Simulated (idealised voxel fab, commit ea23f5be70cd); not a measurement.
process module | voxel self aligned contacts
cross-section cut | 270 nm wide | cells 5 nm
A cross-section is a grid of square cells, given in bands from the top down. A band is one or more rows of cells.
Each band's line starts with the height of the band's top and of its bottom, in nm. Then come its materials from left to right, each with its width in nm. One material with "throughout" fills the band from edge to edge. "air" is empty space.
Height 0 is the level under which the wafer as received is all one material. The lowest band goes on downwards, as in "0 down".
A width such as "30 to 40" changes by the same amount from each row of cells to the next, from the band's top row to its bottom row.
"no change" after a step means that no cell of the cross-section changed.
closed voids: empty space of 8 cells or more with no open way to the top, each as width x height at its distance from the left edge, in nm
after a step's settings: what the simulator itself notes on the step
overlay nm, on a step with a mask: how far to the right of its planned place the mask lay; to the left if negative
plan
1 op RECEIVE | material Si
2 op OXIDIZE | depth nm 5
3 op DIRECTIONAL_DEP | material polySi | thk nm 20
4 op DIRECTIONAL_DEP | material SiN | thk nm 20
5 op MASKED_ETCH | tone cover | mask id GATE | width nm 25 | pitch nm 60 | etch materials SiN | depth nm 20 | overlay nm 0
6 op MASKED_ETCH | tone cover | mask id GATE | width nm 25 | pitch nm 60 | etch materials polySi | depth nm 20 | overlay nm 0
7 op CONFORMAL_DEP | material SiN | thk nm 5
8 op DIRECTIONAL_ETCH | etch materials SiN | depth nm 5
9 op FILL_DEP | material SiO2 | thk nm 10
10 op CMP | height nm 45
11 op PATTERN | tone open | mask id CONTACT | material resist | width nm 45 | thk nm 15 | overlay nm 0
12 op DIRECTIONAL_ETCH | etch materials SiO2 | depth nm 50
13 op STRIP | etch materials resist
14 op CONFORMAL_DEP | material TiN | thk nm 5
15 op FILL_DEP | material W | thk nm 5
16 op CMP | height nm 45
17 op CONFORMAL_DEP | material SiCN | thk nm 5
first wafer, as planned
as received, after step 1
  0 down: Si throughout
  closed voids: none
after step 2
  0 to -5: SiO2 throughout
  below -5: unchanged
after step 3
  20 to 0: polySi throughout
  below 0: unchanged
after step 4
  40 to 20: SiN throughout
  below 20: unchanged
after step 5
  40 to 20: air 90 | SiN 25 | air 35 | SiN 25 | air 95
  below 20: unchanged
after step 6
  40 to 20: air 90 | SiN 25 | air 35 | SiN 25 | air 95
  20 to 0: air 90 | polySi 25 | air 35 | polySi 25 | air 95
  below 0: unchanged
after step 7
  45 to 20: air 85 | SiN 35 | air 25 | SiN 35 | air 90
  20 to 5: air 85 | SiN 5 | polySi 25 | SiN 5 | air 25 | SiN 5 | polySi 25 | SiN 5 | air 90
  5 to 0: SiN 90 | polySi 25 | SiN 35 | polySi 25 | SiN 95
  below 0: unchanged
after step 8
  40 to 20: air 85 | SiN 35 | air 25 | SiN 35 | air 90
  20 to 0: air 85 | SiN 5 | polySi 25 | SiN 5 | air 25 | SiN 5 | polySi 25 | SiN 5 | air 90
  below 0: unchanged
after step 9
  50 to 40: SiO2 throughout
  40 to 20: SiO2 85 | SiN 35 | SiO2 25 | SiN 35 | SiO2 90
  20 to 0: SiO2 85 | SiN 5 | polySi 25 | SiN 5 | SiO2 25 | SiN 5 | polySi 25 | SiN 5 | SiO2 90
  below 0: unchanged
after step 10
  45 to 40: SiO2 throughout
  below 40: unchanged
after step 11
  60 to 45: resist 110 | air 45 | resist 115
  below 45: unchanged
after step 12
  60 to 45: resist 110 | air 45 | resist 115
  45 to 40: SiO2 110 | air 45 | SiO2 115
  40 to 20: SiO2 85 | SiN 35 | air 25 | SiN 35 | SiO2 90
  20 to 0: SiO2 85 | SiN 5 | polySi 25 | SiN 5 | air 25 | SiN 5 | polySi 25 | SiN 5 | SiO2 90
  0 to -5: SiO2 120 | air 25 | SiO2 125
  below -5: unchanged
after step 13
  45 to 40: SiO2 110 | air 45 | SiO2 115
  below 40: unchanged
after step 14
  50 to 45: TiN 115 | air 35 | TiN 120
  45 to 40: SiO2 110 | TiN 15 | air 15 | TiN 15 | SiO2 115
  40 to 20: SiO2 85 | SiN 35 | TiN 5 | air 15 | TiN 5 | SiN 35 | SiO2 90
  20 to 0: SiO2 85 | SiN 5 | polySi 25 | SiN 5 | TiN 5 | air 15 | TiN 5 | SiN 5 | polySi 25 | SiN 5 | SiO2 90
  0 to -5: SiO2 120 | TiN 25 | SiO2 125
  below -5: unchanged
after step 15
  55 to 50: W throughout
  50 to 45: TiN 115 | W 35 | TiN 120
  45 to 40: SiO2 110 | TiN 15 | W 15 | TiN 15 | SiO2 115
  40 to 20: SiO2 85 | SiN 35 | TiN 5 | W 15 | TiN 5 | SiN 35 | SiO2 90
  20 to 0: SiO2 85 | SiN 5 | polySi 25 | SiN 5 | TiN 5 | W 15 | TiN 5 | SiN 5 | polySi 25 | SiN 5 | SiO2 90
  below 0: unchanged
after step 16
  45 to 40: SiO2 110 | TiN 15 | W 15 | TiN 15 | SiO2 115
  below 40: unchanged
after step 17
  50 to 45: SiCN throughout
  below 45: unchanged
second wafer: like start, like plan, one mistake. Through step 5 it matches the first wafer
when step 6 should have ended
  40 to 20: air 90 | SiN 25 | air 35 | SiN 25 | air 95
  20 to 0: air 85 | polySi 30 | air 30 | polySi 30 | air 95
  below 0: unchanged
when step 7 should have ended
  45 to 25: air 85 | SiN 35 | air 25 | SiN 35 | air 90
  25 to 20: air 80 | SiN 40 | air 20 | SiN 40 | air 90
  20 to 5: air 80 | SiN 5 | polySi 30 | SiN 5 | air 20 | SiN 5 | polySi 30 | SiN 5 | air 90
  5 to 0: SiN 85 | polySi 30 | SiN 30 | polySi 30 | SiN 95
  below 0: unchanged
when step 8 should have ended
  40 to 20: air 85 | SiN 35 | air 25 | SiN 35 | air 90
  20 to 0: air 80 | SiN 5 | polySi 30 | SiN 5 | air 20 | SiN 5 | polySi 30 | SiN 5 | air 90
  below 0: unchanged
when step 9 should have ended
  50 to 40: SiO2 throughout
  40 to 20: SiO2 85 | SiN 35 | SiO2 25 | SiN 35 | SiO2 90
  20 to 0: SiO2 80 | SiN 5 | polySi 30 | SiN 5 | SiO2 20 | SiN 5 | polySi 30 | SiN 5 | SiO2 90
  below 0: unchanged
when step 10 should have ended
  45 to 40: SiO2 throughout
  below 40: unchanged
when step 11 should have ended
  60 to 45: resist 110 | air 45 | resist 115
  below 45: unchanged
when step 12 should have ended
  60 to 45: resist 110 | air 45 | resist 115
  45 to 40: SiO2 110 | air 45 | SiO2 115
  40 to 20: SiO2 85 | SiN 35 | air 25 | SiN 35 | SiO2 90
  20 to 0: SiO2 80 | SiN 5 | polySi 30 | SiN 5 | air 20 | SiN 5 | polySi 30 | SiN 5 | SiO2 90
  0 to -5: SiO2 120 | air 20 | SiO2 130
  below -5: unchanged
when step 13 should have ended
  45 to 40: SiO2 110 | air 45 | SiO2 115
  below 40: unchanged
when step 14 should have ended
  50 to 45: TiN 115 | air 35 | TiN 120
  45 to 40: SiO2 110 | TiN 15 | air 15 | TiN 15 | SiO2 115
  40 to 25: SiO2 85 | SiN 35 | TiN 5 | air 15 | TiN 5 | SiN 35 | SiO2 90
  25 to 20: SiO2 85 | SiN 35 | TiN 5 | air 10 | TiN 10 | SiN 35 | SiO2 90
  20 to 0: SiO2 80 | SiN 5 | polySi 30 | SiN 5 | TiN 5 | air 10 | TiN 5 | SiN 5 | polySi 30 | SiN 5 | SiO2 90
  0 to -5: SiO2 120 | TiN 20 | SiO2 130
  below -5: unchanged
when step 15 should have ended
  55 to 50: W throughout
  50 to 45: TiN 115 | W 35 | TiN 120
  45 to 40: SiO2 110 | TiN 15 | W 15 | TiN 15 | SiO2 115
  40 to 25: SiO2 85 | SiN 35 | TiN 5 | W 15 | TiN 5 | SiN 35 | SiO2 90
  25 to 20: SiO2 85 | SiN 35 | TiN 5 | W 10 | TiN 10 | SiN 35 | SiO2 90
  20 to 0: SiO2 80 | SiN 5 | polySi 30 | SiN 5 | TiN 5 | W 10 | TiN 5 | SiN 5 | polySi 30 | SiN 5 | SiO2 90
  below 0: unchanged
when step 16 should have ended
  45 to 40: SiO2 110 | TiN 15 | W 15 | TiN 15 | SiO2 115
  below 40: unchanged
when step 17 should have ended
  50 to 45: SiCN throughout
  below 45: unchanged
what went wrong: step 6 ran as: op MASKED_ETCH | tone cover | mask id GATE | width nm 25 | pitch nm 60 | etch materials polySi | depth nm 20 | overlay nm -5
at the end the second wafer has, in cells: 3 fewer of SiO2 | 5 fewer of W | 8 more of polySi
